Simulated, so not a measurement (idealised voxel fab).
Process module under the name voxel fin reveal
Square cell edge 5 nm, section width 270 nm, ID cut.
Cross-section layout: square cells on a grid; listed as bands, top to bottom; a band spans one or more cell rows. A band entry consists of two parts. The first gives the height of the band's top and the height of its bottom, in nm. The rest lists the band's materials from left to right, each with its width in nm. A single material labelled with the word "full width" fills the band from edge to edge, and the word "blank" marks empty space. Note: height 0 marks the level under which the wafer is uniformly one material as received. Lowest band unbounded below, written "0 -> down". A two-number width, for instance "30..40", indicates that the width is equal to the first number in the top row of the band and to the second number in the bottom row, and that it changes by a constant amount per row of cells. Basically "changes: none" means that step didn't change any cell in the cross-section. "Enclosed void listing" specifies each empty space that is not open to the top and that occupies no fewer than 8 cells, using the form width x height at distance, the distance measured from the left edge and all three quantities in nm. after a step's settings: what the simulator itself notes on the step. You can add "overlay nm" to a step's line. For a step with a mask, it describes how far the mask lay to the right of its planned position, and a negative number describes a lay to the left.

## So here's the lineup of process steps we planned
| 1 | RECEIVE with material Si |
| 2 | CONFORMAL_DEP with material SiN, thk nm 10 |
| 3 | PATTERN with tone cover, mask id FINS, material resist, width nm 15, pitch nm 45, thk nm 20, overlay nm -15 |
| 4 | DIRECTIONAL_ETCH with etch materials SiN, depth nm 10 |
| 5 | DIRECTIONAL_ETCH with etch materials Si, depth nm 40 |
| 6 | STRIP with etch materials resist |
| 7 | OXIDIZE with depth nm 5 |
| 8 | FILL_DEP with material SiO2, thk nm 15 |
| 9 | CMP with height nm 10 |
| 10 | SELECTIVE_ETCH with etch materials SiO2, depth nm 40 |
| 11 | STRIP with etch materials SiN |
| 12 | CONFORMAL_DEP with material SiO2, thk nm 5 |
Heads up: all these wafers start the same, and what changes between them is the overlay nm in step 3. The value you see in the plan is just what the first wafer got.

## Cross-section: the first of several wafers in its as-received state, i.e. following step 1
    0 -> down = Si full width
    Enclosed void listing: none

## So in this table every wafer gets its own row, and what you see is where it stands at the end of the module: for each material, how many cells it picked up (+) or gave up (-) since we received it, and after that its closed voids
overlay nm -15, -468 Si, +234 SiO2, Enclosed void listing: none
overlay nm -10, -468 Si, +234 SiO2, Enclosed void listing: none
overlay nm -5, -468 Si, +234 SiO2, Enclosed void listing: none
overlay nm 0, -468 Si, +234 SiO2, Enclosed void listing: none
overlay nm 5, -468 Si, +234 SiO2, Enclosed void listing: none
overlay nm 10, -468 Si, +234 SiO2, Enclosed void listing: none
overlay nm 15, -468 Si, +234 SiO2, Enclosed void listing: none
